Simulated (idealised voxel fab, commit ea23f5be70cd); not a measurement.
Title: Process Module voxel self aligned vias
Pictured: cross-section cut, 245 nm wide, on a grid of 5 nm square cells.
Heads up, the way a cross-section reads in here is a grid of square cells, handed over as bands from the top down, with every band being one or more rows of cells. The entry gives the band's vertical extent as a top height and a bottom height in nm, then its horizontal make-up as materials from left to right, each with a width in nm. "blank" stands for empty space; a single material marked "throughout" fills the band edge to edge. Ref level 0: as-received wafer is one material below here. Bottom band extends down with no lower bound ("top 0, no bottom"). Width: "30 to 40" (first number = top row, second number = bottom row, same change from row to row of cells). No cell of the cross-section changed in a step that is given as "nothing changed". Listed in "Trapped cavities": every empty space of 8 or more cells without an open way to the top. Form: width x height at distance, the distance being from the left edge, all in nm. after a step's settings: what the simulator itself notes on the step. The setting "overlay nm" may be written on the line of a step. When the step uses a mask, the value reports how far to the right of the planned place the mask lay, and a negative value reports that it lay to the left.
PLAN
1: RECEIVE: material Si
2: CONFORMAL_DEP: material SiO2, thk nm 15
3: CONFORMAL_DEP: material SiCN, thk nm 5
4: DIRECTIONAL_DEP: material lowk, thk nm 20
5: DIRECTIONAL_DEP: material aC, thk nm 10
6: PATTERN: tone open, mask id LINES, material resist, width nm 30, pitch nm 70, thk nm 30, overlay nm 0
7: DIRECTIONAL_ETCH: etch materials aC, depth nm 10
8: STRIP: etch materials resist
9: DIRECTIONAL_ETCH: etch materials lowk, depth nm 20
10: STRIP: etch materials aC
11: CONFORMAL_DEP: material TiN, thk nm 5
12: FILL_DEP: material W, thk nm 10
13: CMP: height nm 40
14: SELECTIVE_ETCH: etch materials W Ru TiN, depth nm 10
15: FILL_DEP: material SiN, thk nm 10
16: CMP: height nm 40
17: DIRECTIONAL_DEP: material lowk, thk nm 20
18: PATTERN: tone open, mask id VIAS, material resist, width nm 40, pitch nm 70, thk nm 15, overlay nm 0
19: DIRECTIONAL_ETCH: etch materials lowk, depth nm 20
20: DIRECTIONAL_ETCH: etch materials SiN, depth nm 10
21: STRIP: etch materials resist
22: CONFORMAL_DEP: material TiN, thk nm 5
23: FILL_DEP: material Ru, thk nm 10
24: CMP: height nm 60
25: CONFORMAL_DEP: material SiCN, thk nm 5
FIRST WAFER OF TWO (RUN AS PLANNED)
SO THIS IS THE INCOMING WAFER IN CROSS-SECTION - IT'S ALREADY BEEN THROUGH STEP 1
* top 0, no bottom: Si throughout
* Trapped cavities: none
CROSS-SECTION OF THE WAFER AFTER STEP 2
* top 15, bottom 0: SiO2 throughout
* Below a height of 0, the structure has not been altered.
CROSS-SECTION OF THE WAFER AFTER STEP 3
* top 20, bottom 15: SiCN throughout
* Below a height of 15, the structure has not been altered.
CROSS-SECTION OF THE WAFER AFTER STEP 4
* top 40, bottom 20: lowk throughout
* Below a height of 20, the structure has not been altered.
CROSS-SECTION OF THE WAFER AFTER STEP 5
* top 50, bottom 40: aC throughout
* Below a height of 40, the structure has not been altered.
CROSS-SECTION OF THE WAFER AFTER STEP 6
* top 80, bottom 50: 35 of resist; 30 of blank; 40 of resist; 30 of blank; 40 of resist; 30 of blank; 40 of resist
* Below a height of 50, the structure has not been altered.
CROSS-SECTION OF THE WAFER AFTER STEP 7
* top 70, bottom 50: 35 of resist; 30 of blank; 40 of resist; 30 of blank; 40 of resist; 30 of blank; 40 of resist
* top 50, bottom 40: 35 of aC; 30 of blank; 40 of aC; 30 of blank; 40 of aC; 30 of blank; 40 of aC
* Below a height of 40, the structure has not been altered.
CROSS-SECTION OF THE WAFER AFTER STEP 8
* top 50, bottom 40: 35 of aC; 30 of blank; 40 of aC; 30 of blank; 40 of aC; 30 of blank; 40 of aC
* Below a height of 40, the structure has not been altered.
CROSS-SECTION OF THE WAFER AFTER STEP 9
* top 50, bottom 40: 35 of aC; 30 of blank; 40 of aC; 30 of blank; 40 of aC; 30 of blank; 40 of aC
* top 40, bottom 20: 35 of lowk; 30 of blank; 40 of lowk; 30 of blank; 40 of lowk; 30 of blank; 40 of lowk
* Below a height of 20, the structure has not been altered.
CROSS-SECTION OF THE WAFER AFTER STEP 10
* top 40, bottom 20: 35 of lowk; 30 of blank; 40 of lowk; 30 of blank; 40 of lowk; 30 of blank; 40 of lowk
* Below a height of 20, the structure has not been altered.
CROSS-SECTION OF THE WAFER AFTER STEP 11
* top 45, bottom 40: 40 of TiN; 20 of blank; 50 of TiN; 20 of blank; 50 of TiN; 20 of blank; 45 of TiN
* top 40, bottom 25: 35 of lowk; 5 of TiN; 20 of blank; 5 of TiN; 40 of lowk; 5 of TiN; 20 of blank; 5 of TiN; 40 of lowk; 5 of TiN; 20 of blank; 5 of TiN; 40 of lowk
* top 25, bottom 20: 35 of lowk; 30 of TiN; 40 of lowk; 30 of TiN; 40 of lowk; 30 of TiN; 40 of lowk
* Below a height of 20, the structure has not been altered.
CROSS-SECTION OF THE WAFER AFTER STEP 12
* top 55, bottom 45: W throughout
* top 45, bottom 40: 40 of TiN; 20 of W; 50 of TiN; 20 of W; 50 of TiN; 20 of W; 45 of TiN
* top 40, bottom 25: 35 of lowk; 5 of TiN; 20 of W; 5 of TiN; 40 of lowk; 5 of TiN; 20 of W; 5 of TiN; 40 of lowk; 5 of TiN; 20 of W; 5 of TiN; 40 of lowk
* Below a height of 25, the structure has not been altered.
CROSS-SECTION OF THE WAFER AFTER STEP 13
* top 40, bottom 25: 35 of lowk; 5 of TiN; 20 of W; 5 of TiN; 40 of lowk; 5 of TiN; 20 of W; 5 of TiN; 40 of lowk; 5 of TiN; 20 of W; 5 of TiN; 40 of lowk
* Below a height of 25, the structure has not been altered.
CROSS-SECTION OF THE WAFER AFTER STEP 14
* top 40, bottom 30: 35 of lowk; 30 of blank; 40 of lowk; 30 of blank; 40 of lowk; 30 of blank; 40 of lowk
* Below a height of 30, the structure has not been altered.
CROSS-SECTION OF THE WAFER AFTER STEP 15
* top 50, bottom 40: SiN throughout
* top 40, bottom 30: 35 of lowk; 30 of SiN; 40 of lowk; 30 of SiN; 40 of lowk; 30 of SiN; 40 of lowk
* Below a height of 30, the structure has not been altered.
CROSS-SECTION OF THE WAFER AFTER STEP 16
* top 40, bottom 30: 35 of lowk; 30 of SiN; 40 of lowk; 30 of SiN; 40 of lowk; 30 of SiN; 40 of lowk
* Below a height of 30, the structure has not been altered.
CROSS-SECTION OF THE WAFER AFTER STEP 17
* top 60, bottom 40: lowk throughout
* Below a height of 40, the structure has not been altered.
CROSS-SECTION OF THE WAFER AFTER STEP 18
* top 75, bottom 60: 30 of resist; 40 of blank; 30 of resist; 40 of blank; 30 of resist; 40 of blank; 35 of resist
* Below a height of 60, the structure has not been altered.
CROSS-SECTION OF THE WAFER AFTER STEP 19
* top 75, bottom 60: 30 of resist; 40 of blank; 30 of resist; 40 of blank; 30 of resist; 40 of blank; 35 of resist
* top 60, bottom 40: 30 of lowk; 40 of blank; 30 of lowk; 40 of blank; 30 of lowk; 40 of blank; 35 of lowk
* Below a height of 40, the structure has not been altered.
CROSS-SECTION OF THE WAFER AFTER STEP 20
* top 75, bottom 60: 30 of resist; 40 of blank; 30 of resist; 40 of blank; 30 of resist; 40 of blank; 35 of resist
* top 60, bottom 40: 30 of lowk; 40 of blank; 30 of lowk; 40 of blank; 30 of lowk; 40 of blank; 35 of lowk
* top 40, bottom 30: 35 of lowk; 30 of blank; 40 of lowk; 30 of blank; 40 of lowk; 30 of blank; 40 of lowk
* Below a height of 30, the structure has not been altered.
CROSS-SECTION OF THE WAFER AFTER STEP 21
* top 60, bottom 40: 30 of lowk; 40 of blank; 30 of lowk; 40 of blank; 30 of lowk; 40 of blank; 35 of lowk
* Below a height of 40, the structure has not been altered.
CROSS-SECTION OF THE WAFER AFTER STEP 22
* top 65, bottom 60: 35 of TiN; 30 of blank; 40 of TiN; 30 of blank; 40 of TiN; 30 of blank; 40 of TiN
* top 60, bottom 45: 30 of lowk; 5 of TiN; 30 of blank; 5 of TiN; 30 of lowk; 5 of TiN; 30 of blank; 5 of TiN; 30 of lowk; 5 of TiN; 30 of blank; 5 of TiN; 35 of lowk
* top 45, bottom 35: 30 to 35 of lowk; 10 to 5 of TiN; 20 of blank; 10 to 5 of TiN; 30 to 40 of lowk; 10 to 5 of TiN; 20 of blank; 10 to 5 of TiN; 30 to 40 of lowk; 10 to 5 of TiN; 20 of blank; 10 to 5 of TiN; 35 to 40 of lowk
* top 35, bottom 30: 35 of lowk; 30 of TiN; 40 of lowk; 30 of TiN; 40 of lowk; 30 of TiN; 40 of lowk
* Below a height of 30, the structure has not been altered.
CROSS-SECTION OF THE WAFER AFTER STEP 23
* top 75, bottom 65: Ru throughout
* top 65, bottom 60: 35 of TiN; 30 of Ru; 40 of TiN; 30 of Ru; 40 of TiN; 30 of Ru; 40 of TiN
* top 60, bottom 45: 30 of lowk; 5 of TiN; 30 of Ru; 5 of TiN; 30 of lowk; 5 of TiN; 30 of Ru; 5 of TiN; 30 of lowk; 5 of TiN; 30 of Ru; 5 of TiN; 35 of lowk
* top 45, bottom 35: 30 to 35 of lowk; 10 to 5 of TiN; 20 of Ru; 10 to 5 of TiN; 30 to 40 of lowk; 10 to 5 of TiN; 20 of Ru; 10 to 5 of TiN; 30 to 40 of lowk; 10 to 5 of TiN; 20 of Ru; 10 to 5 of TiN; 35 to 40 of lowk
* Below a height of 35, the structure has not been altered.
CROSS-SECTION OF THE WAFER AFTER STEP 24
* top 60, bottom 45: 30 of lowk; 5 of TiN; 30 of Ru; 5 of TiN; 30 of lowk; 5 of TiN; 30 of Ru; 5 of TiN; 30 of lowk; 5 of TiN; 30 of Ru; 5 of TiN; 35 of lowk
* Below a height of 45, the structure has not been altered.
CROSS-SECTION OF THE WAFER AFTER STEP 25
* top 65, bottom 60: SiCN throughout
* Below a height of 60, the structure has not been altered.
SECOND WAFER, SAME STARTING STATE AND PLAN AS THE FIRST, ONE MISTAKE IN THE RUN, IDENTICAL THROUGH STEP 18
CROSS-SECTIONAL VIEW OF THE SECOND WAFER AT THE INTENDED END TIME OF PROCESS STEP 19
* top 75, bottom 60: 30 of resist; 40 of blank; 30 of resist; 40 of blank; 30 of resist; 40 of blank; 35 of resist
* top 60, bottom 40: 30 of lowk; 40 of blank; 30 of lowk; 40 of blank; 30 of lowk; 40 of blank; 35 of lowk
* top 40, bottom 30: 30 of lowk; 5 of blank; 30 of SiN; 5 of blank; 30 of lowk; 5 of blank; 30 of SiN; 5 of blank; 30 of lowk; 5 of blank; 30 of SiN; 5 of blank; 35 of lowk
* top 30, bottom 25: 30 of lowk; 5 of blank; 5 of TiN; 20 of W; 5 of TiN; 5 of blank; 30 of lowk; 5 of blank; 5 of TiN; 20 of W; 5 of TiN; 5 of blank; 30 of lowk; 5 of blank; 5 of TiN; 20 of W; 5 of TiN; 5 of blank; 35 of lowk
* top 25, bottom 20: 30 of lowk; 5 of blank; 30 of TiN; 5 of blank; 30 of lowk; 5 of blank; 30 of TiN; 5 of blank; 30 of lowk; 5 of blank; 30 of TiN; 5 of blank; 35 of lowk
* Below a height of 20, the structure has not been altered.
CROSS-SECTIONAL VIEW OF THE SECOND WAFER AT THE INTENDED END TIME OF PROCESS STEP 20
* top 75, bottom 60: 30 of resist; 40 of blank; 30 of resist; 40 of blank; 30 of resist; 40 of blank; 35 of resist
* top 60, bottom 30: 30 of lowk; 40 of blank; 30 of lowk; 40 of blank; 30 of lowk; 40 of blank; 35 of lowk
* Below a height of 30, the structure has not been altered.
CROSS-SECTIONAL VIEW OF THE SECOND WAFER AT THE INTENDED END TIME OF PROCESS STEP 21
* top 60, bottom 30: 30 of lowk; 40 of blank; 30 of lowk; 40 of blank; 30 of lowk; 40 of blank; 35 of lowk
* Below a height of 30, the structure has not been altered.
CROSS-SECTIONAL VIEW OF THE SECOND WAFER AT THE INTENDED END TIME OF PROCESS STEP 22
* top 65, bottom 60: 35 of TiN; 30 of blank; 40 of TiN; 30 of blank; 40 of TiN; 30 of blank; 40 of TiN
* top 60, bottom 35: 30 of lowk; 5 of TiN; 30 of blank; 5 of TiN; 30 of lowk; 5 of TiN; 30 of blank; 5 of TiN; 30 of lowk; 5 of TiN; 30 of blank; 5 of TiN; 35 of lowk
* top 35, bottom 30: 30 of lowk; 40 of TiN; 30 of lowk; 40 of TiN; 30 of lowk; 40 of TiN; 35 of lowk
* top 30, bottom 25: 30 of lowk; 10 of TiN; 20 of W; 10 of TiN; 30 of lowk; 10 of TiN; 20 of W; 10 of TiN; 30 of lowk; 10 of TiN; 20 of W; 10 of TiN; 35 of lowk
* top 25, bottom 20: 30 of lowk; 40 of TiN; 30 of lowk; 40 of TiN; 30 of lowk; 40 of TiN; 35 of lowk
* Below a height of 20, the structure has not been altered.
CROSS-SECTIONAL VIEW OF THE SECOND WAFER AT THE INTENDED END TIME OF PROCESS STEP 23
* top 75, bottom 65: Ru throughout
* top 65, bottom 60: 35 of TiN; 30 of Ru; 40 of TiN; 30 of Ru; 40 of TiN; 30 of Ru; 40 of TiN
* top 60, bottom 35: 30 of lowk; 5 of TiN; 30 of Ru; 5 of TiN; 30 of lowk; 5 of TiN; 30 of Ru; 5 of TiN; 30 of lowk; 5 of TiN; 30 of Ru; 5 of TiN; 35 of lowk
* Below a height of 35, the structure has not been altered.
CROSS-SECTIONAL VIEW OF THE SECOND WAFER AT THE INTENDED END TIME OF PROCESS STEP 24
* top 60, bottom 35: 30 of lowk; 5 of TiN; 30 of Ru; 5 of TiN; 30 of lowk; 5 of TiN; 30 of Ru; 5 of TiN; 30 of lowk; 5 of TiN; 30 of Ru; 5 of TiN; 35 of lowk
* Below a height of 35, the structure has not been altered.
CROSS-SECTIONAL VIEW OF THE SECOND WAFER AT THE INTENDED END TIME OF PROCESS STEP 25
* top 65, bottom 60: SiCN throughout
* Below a height of 60, the structure has not been altered.
It is concluded that the wafer was processed incorrectly with respect to the plan, in that step 19 of the plan was executed twice over
Heads up, by the end the second wafer has more or fewer cells of some materials compared to the first: 12 more of Ru, 12 more of TiN, 24 fewer of lowk
